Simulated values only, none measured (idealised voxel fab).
Process module heading - voxel ribs on slabs
Cross-section cut spans 260 nm and uses square cells 5 nm in size.
How to read a cross-section here: the picture is a grid of square cells, written as bands going from the top down, and any band can span one or more rows of cells. Band entry format. Leading values: height of top, height of bottom, nm. Remainder: materials in left-to-right order, each with its width in nm. Special words: "full width" on a single material, which then fills the band edge to edge; "empty", empty space. Height reference: 0 = level under which incoming wafer is all one material. Lowest band: no bottom, runs on downward, e.g. "0 down". The expression "30 to 40" gives the width at the extremes of the band, the first number at its top row of cells and the second at its bottom row, with the width changing by equal amounts from each row to the next in between. Take "no modifications" at face value: in the step it is given for, the cross-section changed in none of its cells. "Cavities, sealed" contains a list of empty spaces, each no smaller than 8 cells and without an open way to the top, written in the form width x height at distance with the distance from the left edge and all three in nm. Anything after a step's settings on that line? It's the simulator's own note about the step. "overlay nm" on a masked step: distance the mask lay right of its planned place, negative for left.
LIST OF PLANNED PROCESS STEPS
1,RECEIVE with material Si
2,DIRECTIONAL_DEP with material SiO2, thk nm 20
3,DIRECTIONAL_DEP with material polySi, thk nm 15
4,DIRECTIONAL_DEP with material aC, thk nm 15
5,PATTERN with tone cover, mask id RIB, material resist, width nm 20, thk nm 30, overlay nm 0
6,DIRECTIONAL_ETCH with etch materials aC, depth nm 15
7,STRIP with etch materials resist
8,DIRECTIONAL_ETCH with etch materials polySi, depth nm 5
9,STRIP with etch materials aC
10,DIRECTIONAL_DEP with material aC, thk nm 15
11,PATTERN with tone cover, mask id SLAB, material resist, width nm 60, thk nm 30, overlay nm 0
12,DIRECTIONAL_ETCH with etch materials aC, depth nm 15
13,STRIP with etch materials resist
14,DIRECTIONAL_ETCH with etch materials polySi, depth nm 10
15,STRIP with etch materials aC
16,FILL_DEP with material SiO2, thk nm 25
17,CMP with height nm 55
18,DIRECTIONAL_DEP with material W, thk nm 10
19,MASKED_ETCH with tone cover, mask id HEATER, width nm 30, etch materials W, depth nm 10, overlay nm 0
20,CONFORMAL_DEP with material SiO2, thk nm 5
ACCOUNT OF THE FIRST OF TWO WAFERS, WHICH WAS PROCESSED AS INTENDED
HERE'S WHAT THE WAFER LOOKED LIKE IN CROSS-SECTION WHEN IT ARRIVED - THAT'S AFTER STEP 1
* 0 down: Si full width
* Cavities, sealed: none
YOU'RE LOOKING AT A CROSS-SECTION OF THE WAFER AFTER STEP 2
* 20 to 0: SiO2 full width
* Whatever lies below 0 is exactly as it was before.
YOU'RE LOOKING AT A CROSS-SECTION OF THE WAFER AFTER STEP 3
* 35 to 20: polySi full width
* Whatever lies below 20 is exactly as it was before.
YOU'RE LOOKING AT A CROSS-SECTION OF THE WAFER AFTER STEP 4
* 50 to 35: aC full width
* Whatever lies below 35 is exactly as it was before.
YOU'RE LOOKING AT A CROSS-SECTION OF THE WAFER AFTER STEP 5
* 80 to 50: empty: 120, then resist: 20, then empty: 120
* Whatever lies below 50 is exactly as it was before.
YOU'RE LOOKING AT A CROSS-SECTION OF THE WAFER AFTER STEP 6
* 65 to 50: empty: 120, then resist: 20, then empty: 120
* 50 to 35: empty: 120, then aC: 20, then empty: 120
* Whatever lies below 35 is exactly as it was before.
YOU'RE LOOKING AT A CROSS-SECTION OF THE WAFER AFTER STEP 7
* 50 to 35: empty: 120, then aC: 20, then empty: 120
* Whatever lies below 35 is exactly as it was before.
YOU'RE LOOKING AT A CROSS-SECTION OF THE WAFER AFTER STEP 8
* 50 to 35: empty: 120, then aC: 20, then empty: 120
* 35 to 30: empty: 120, then polySi: 20, then empty: 120
* Whatever lies below 30 is exactly as it was before.
YOU'RE LOOKING AT A CROSS-SECTION OF THE WAFER AFTER STEP 9
* 35 to 30: empty: 120, then polySi: 20, then empty: 120
* Whatever lies below 30 is exactly as it was before.
YOU'RE LOOKING AT A CROSS-SECTION OF THE WAFER AFTER STEP 10
* 50 to 45: empty: 120, then aC: 20, then empty: 120
* 45 to 35: aC full width
* 35 to 30: aC: 120, then polySi: 20, then aC: 120
* Whatever lies below 30 is exactly as it was before.
YOU'RE LOOKING AT A CROSS-SECTION OF THE WAFER AFTER STEP 11
* 80 to 50: empty: 100, then resist: 60, then empty: 100
* 50 to 45: empty: 100, then resist: 20, then aC: 20, then resist: 20, then empty: 100
* Whatever lies below 45 is exactly as it was before.
YOU'RE LOOKING AT A CROSS-SECTION OF THE WAFER AFTER STEP 12
* 65 to 50: empty: 100, then resist: 60, then empty: 100
* 50 to 45: empty: 100, then resist: 20, then aC: 20, then resist: 20, then empty: 100
* 45 to 35: empty: 100, then aC: 60, then empty: 100
* 35 to 30: empty: 100, then aC: 20, then polySi: 20, then aC: 20, then empty: 100
* Whatever lies below 30 is exactly as it was before.
YOU'RE LOOKING AT A CROSS-SECTION OF THE WAFER AFTER STEP 13
* 50 to 45: empty: 120, then aC: 20, then empty: 120
* Whatever lies below 45 is exactly as it was before.
YOU'RE LOOKING AT A CROSS-SECTION OF THE WAFER AFTER STEP 14
* 50 to 45: empty: 120, then aC: 20, then empty: 120
* 45 to 35: empty: 100, then aC: 60, then empty: 100
* 35 to 30: empty: 100, then aC: 20, then polySi: 20, then aC: 20, then empty: 100
* 30 to 20: empty: 100, then polySi: 60, then empty: 100
* Whatever lies below 20 is exactly as it was before.
YOU'RE LOOKING AT A CROSS-SECTION OF THE WAFER AFTER STEP 15
* 35 to 30: empty: 120, then polySi: 20, then empty: 120
* Whatever lies below 30 is exactly as it was before.
YOU'RE LOOKING AT A CROSS-SECTION OF THE WAFER AFTER STEP 16
* 60 to 35: SiO2 full width
* 35 to 30: SiO2: 120, then polySi: 20, then SiO2: 120
* 30 to 20: SiO2: 100, then polySi: 60, then SiO2: 100
* Whatever lies below 20 is exactly as it was before.
YOU'RE LOOKING AT A CROSS-SECTION OF THE WAFER AFTER STEP 17
* 55 to 35: SiO2 full width
* Whatever lies below 35 is exactly as it was before.
YOU'RE LOOKING AT A CROSS-SECTION OF THE WAFER AFTER STEP 18
* 65 to 55: W full width
* Whatever lies below 55 is exactly as it was before.
YOU'RE LOOKING AT A CROSS-SECTION OF THE WAFER AFTER STEP 19
* 65 to 55: empty: 115, then W: 30, then empty: 115
* Whatever lies below 55 is exactly as it was before.
YOU'RE LOOKING AT A CROSS-SECTION OF THE WAFER AFTER STEP 20
* 70 to 65: empty: 110, then SiO2: 40, then empty: 110
* 65 to 60: empty: 110, then SiO2: 5, then W: 30, then SiO2: 5, then empty: 110
* 60 to 55: SiO2: 115, then W: 30, then SiO2: 115
* Whatever lies below 55 is exactly as it was before.
WAFER TWO. IDENTICAL START, IDENTICAL PLAN. ONE MISTAKE IN EXECUTION. IDENTICAL HISTORY THROUGH STEP 9
CROSS-SECTION: SECOND WAFER, TIME AT WHICH STEP 10 WAS SCHEDULED TO END
* 50 to 45: empty: 120, then W: 20, then empty: 120
* 45 to 35: W full width
* 35 to 30: W: 120, then polySi: 20, then W: 120
* Whatever lies below 30 is exactly as it was before.
CROSS-SECTION: SECOND WAFER, TIME AT WHICH STEP 11 WAS SCHEDULED TO END
* 80 to 50: empty: 100, then resist: 60, then empty: 100
* 50 to 45: empty: 100, then resist: 20, then W: 20, then resist: 20, then empty: 100
* Whatever lies below 45 is exactly as it was before.
CROSS-SECTION: SECOND WAFER, TIME AT WHICH STEP 12 WAS SCHEDULED TO END
* 65 to 50: empty: 100, then resist: 60, then empty: 100
* Whatever lies below 50 is exactly as it was before.
CROSS-SECTION: SECOND WAFER, TIME AT WHICH STEP 13 WAS SCHEDULED TO END
* 50 to 45: empty: 120, then W: 20, then empty: 120
* Whatever lies below 45 is exactly as it was before.
Cross-section: second wafer, time at which step 14 was scheduled to end: no modifications
Cross-section: second wafer, time at which step 15 was scheduled to end: no modifications
CROSS-SECTION: SECOND WAFER, TIME AT WHICH STEP 16 WAS SCHEDULED TO END
* 75 to 50: SiO2 full width
* 50 to 45: SiO2: 120, then W: 20, then SiO2: 120
* Whatever lies below 45 is exactly as it was before.
CROSS-SECTION: SECOND WAFER, TIME AT WHICH STEP 17 WAS SCHEDULED TO END
* 55 to 50: SiO2 full width
* Whatever lies below 50 is exactly as it was before.
CROSS-SECTION: SECOND WAFER, TIME AT WHICH STEP 18 WAS SCHEDULED TO END
* 65 to 55: W full width
* Whatever lies below 55 is exactly as it was before.
CROSS-SECTION: SECOND WAFER, TIME AT WHICH STEP 19 WAS SCHEDULED TO END
* 65 to 55: empty: 115, then W: 30, then empty: 115
* Whatever lies below 55 is exactly as it was before.
CROSS-SECTION: SECOND WAFER, TIME AT WHICH STEP 20 WAS SCHEDULED TO END
* 70 to 65: empty: 110, then SiO2: 40, then empty: 110
* 65 to 60: empty: 110, then SiO2: 5, then W: 30, then SiO2: 5, then empty: 110
* 60 to 55: SiO2: 115, then W: 30, then SiO2: 115
* Whatever lies below 55 is exactly as it was before.
Diagnosis: step 10 changed vs plan, executed as DIRECTIONAL_DEP with material W, thk nm 15
The final cell counts differ between the wafers, with the second having more or fewer of some materials than the first: SiO2 -236 | W +156 | polySi +80
